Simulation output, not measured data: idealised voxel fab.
process module | voxel fin reveal
cross-section cut | 240 nm wide | cells 5 nm
A cross-section is a grid of square cells, given in bands from the top down. A band is one or more rows of cells.
Each band's line starts with the height of the band's top and of its bottom, in nm. Then come its materials from left to right, each with its width in nm. One material with "throughout" fills the band from edge to edge. "air" is empty space.
Height 0 is the level under which the wafer as received is all one material. The lowest band goes on downwards, as in "0 down".
A width such as "30 to 40" changes by the same amount from each row of cells to the next, from the band's top row to its bottom row.
"no change" after a step means that no cell of the cross-section changed.
closed voids: empty space of 8 cells or more with no open way to the top, each as width x height at its distance from the left edge, in nm
after a step's settings: what the simulator itself notes on the step
overlay nm, on a step with a mask: how far to the right of its planned place the mask lay; to the left if negative
plan
1 op RECEIVE | material Si
2 op CONFORMAL_DEP | material SiN | thk nm 5
3 op PATTERN | tone cover | mask id FINS | material resist | width nm 15 | pitch nm 35 | thk nm 15 | overlay nm 0
4 op DIRECTIONAL_ETCH | etch materials SiN | depth nm 5
5 op DIRECTIONAL_ETCH | etch materials Si | depth nm 35
6 op STRIP | etch materials resist
7 op FILL_DEP | material SiO2 | thk nm 15
8 op CMP | height nm 5
9 op SELECTIVE_ETCH | etch materials SiO2 | depth nm 15
10 op STRIP | etch materials SiN
first wafer, as planned
as received, after step 1
  0 down: Si throughout
  closed voids: none
after step 2
  5 to 0: SiN throughout
  below 0: unchanged
after step 3
  20 to 5: air 60 | resist 15 | air 20 | resist 15 | air 20 | resist 15 | air 20 | resist 15 | air 60
  below 5: unchanged
after step 4
  20 to 5: air 60 | resist 15 | air 20 | resist 15 | air 20 | resist 15 | air 20 | resist 15 | air 60
  5 to 0: air 60 | SiN 15 | air 20 | SiN 15 | air 20 | SiN 15 | air 20 | SiN 15 | air 60
  below 0: unchanged
after step 5
  20 to 5: air 60 | resist 15 | air 20 | resist 15 | air 20 | resist 15 | air 20 | resist 15 | air 60
  5 to 0: air 60 | SiN 15 | air 20 | SiN 15 | air 20 | SiN 15 | air 20 | SiN 15 | air 60
  0 to -35: air 60 | Si 15 | air 20 | Si 15 | air 20 | Si 15 | air 20 | Si 15 | air 60
  below -35: unchanged
after step 6
  5 to 0: air 60 | SiN 15 | air 20 | SiN 15 | air 20 | SiN 15 | air 20 | SiN 15 | air 60
  below 0: unchanged
after step 7
  20 to 5: SiO2 throughout
  5 to 0: SiO2 60 | SiN 15 | SiO2 20 | SiN 15 | SiO2 20 | SiN 15 | SiO2 20 | SiN 15 | SiO2 60
  0 to -35: SiO2 60 | Si 15 | SiO2 20 | Si 15 | SiO2 20 | Si 15 | SiO2 20 | Si 15 | SiO2 60
  below -35: unchanged
after step 8
  5 to 0: SiO2 60 | SiN 15 | SiO2 20 | SiN 15 | SiO2 20 | SiN 15 | SiO2 20 | SiN 15 | SiO2 60
  below 0: unchanged
after step 9
  5 to 0: air 60 | SiN 15 | air 20 | SiN 15 | air 20 | SiN 15 | air 20 | SiN 15 | air 60
  0 to -10: air 60 | Si 15 | air 20 | Si 15 | air 20 | Si 15 | air 20 | Si 15 | air 60
  below -10: unchanged
after step 10
  0 to -10: air 60 | Si 15 | air 20 | Si 15 | air 20 | Si 15 | air 20 | Si 15 | air 60
  below -10: unchanged
second wafer: like start, like plan, one mistake. Through step 8 it matches the first wafer
when step 9 should have ended
  5 to 0: air 60 | SiN 15 | air 20 | SiN 15 | air 20 | SiN 15 | air 20 | SiN 15 | air 60
  0 to -20: air 60 | Si 15 | air 20 | Si 15 | air 20 | Si 15 | air 20 | Si 15 | air 60
  below -20: unchanged
when step 10 should have ended
  0 to -20: air 60 | Si 15 | air 20 | Si 15 | air 20 | Si 15 | air 20 | Si 15 | air 60
  below -20: unchanged
what went wrong: step 9 ran as: op SELECTIVE_ETCH | etch materials SiO2 | depth nm 25
at the end the second wafer has, in cells: 72 fewer of SiO2
